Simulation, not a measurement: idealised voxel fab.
Proc. module: voxel double patterning
The cross-section shown here is cut; it is 220 nm wide and divided into square cells measuring 5 nm on a side.
If you're reading a cross-section in this doc, picture square cells in a grid; it comes to you as bands, top ones listed first down to the bottom, and a band can be one or more rows of cells. Each band's line starts with the height of the band's top and of its bottom, in nm. Then come its materials from left to right, each with its width in nm. One material with "full width" fills the band from edge to edge. "empty" is empty space. Height datum 0, below which the as-received substrate wafer is one material. Lowest band open at the bottom, running downward: "0 down". Top row gets the first number, bottom row gets the second, and each row in between changes by the same step: that is how a band width like "30->40" works. Any step labelled "everything unchanged" changed none of the cells in the cross-section. "Enclosed voids" - sealed voids, min. 8 cells, no opening to top; format: width x height at distance (distance from left edge; nm throughout). Post-settings text on a step line: simulator's own remark regarding the step. A step line may carry the setting "overlay nm", which, for steps involving a mask, states the distance by which the mask lay to the right of its intended position; negative values denote displacement to the left.
The following list gives the planned process steps:
- 1: RECEIVE [material Si]
- 2: CONFORMAL_DEP [material SiO2] [thk nm 5]
- 3: DIRECTIONAL_DEP [material TiN] [thk nm 15]
- 4: DIRECTIONAL_DEP [material SiCN] [thk nm 10]
- 5: PATTERN [tone open] [mask id FIRST] [material resist] [width nm 15] [pitch nm 50] [thk nm 15] [overlay nm 0]
- 6: DIRECTIONAL_ETCH [etch materials SiCN] [depth nm 10]
- 7: STRIP [etch materials resist]
- 8: DIRECTIONAL_DEP [material aC] [thk nm 10]
- 9: PATTERN [tone open] [mask id SECOND] [material resist] [width nm 15] [thk nm 25] [overlay nm 0]
- 10: DIRECTIONAL_ETCH [etch materials aC] [depth nm 10]
- 11: STRIP [etch materials resist]
- 12: DIRECTIONAL_ETCH [etch materials SiCN] [depth nm 10]
- 13: STRIP [etch materials aC]
- 14: DIRECTIONAL_ETCH [etch materials TiN] [depth nm 15]
- 15: STRIP [etch materials SiCN]
Every wafer here starts from the same state; it is the step 2 thk nm that distinguishes them, and the value the plan gives belongs to the first wafer.
First of several wafers, received after step 1, in cross-section:
    0 down  Si full width
    Enclosed voids: none
Gained (+) or lost (-) cells of each material since receipt, then closed voids: one row per wafer, at the end of the module:
thk nm 5; +44 SiO2; +105 TiN; Enclosed voids: none
thk nm 10; +88 SiO2; +105 TiN; Enclosed voids: none
thk nm 15; +132 SiO2; +105 TiN; Enclosed voids: none
thk nm 20; +176 SiO2; +105 TiN; Enclosed voids: none
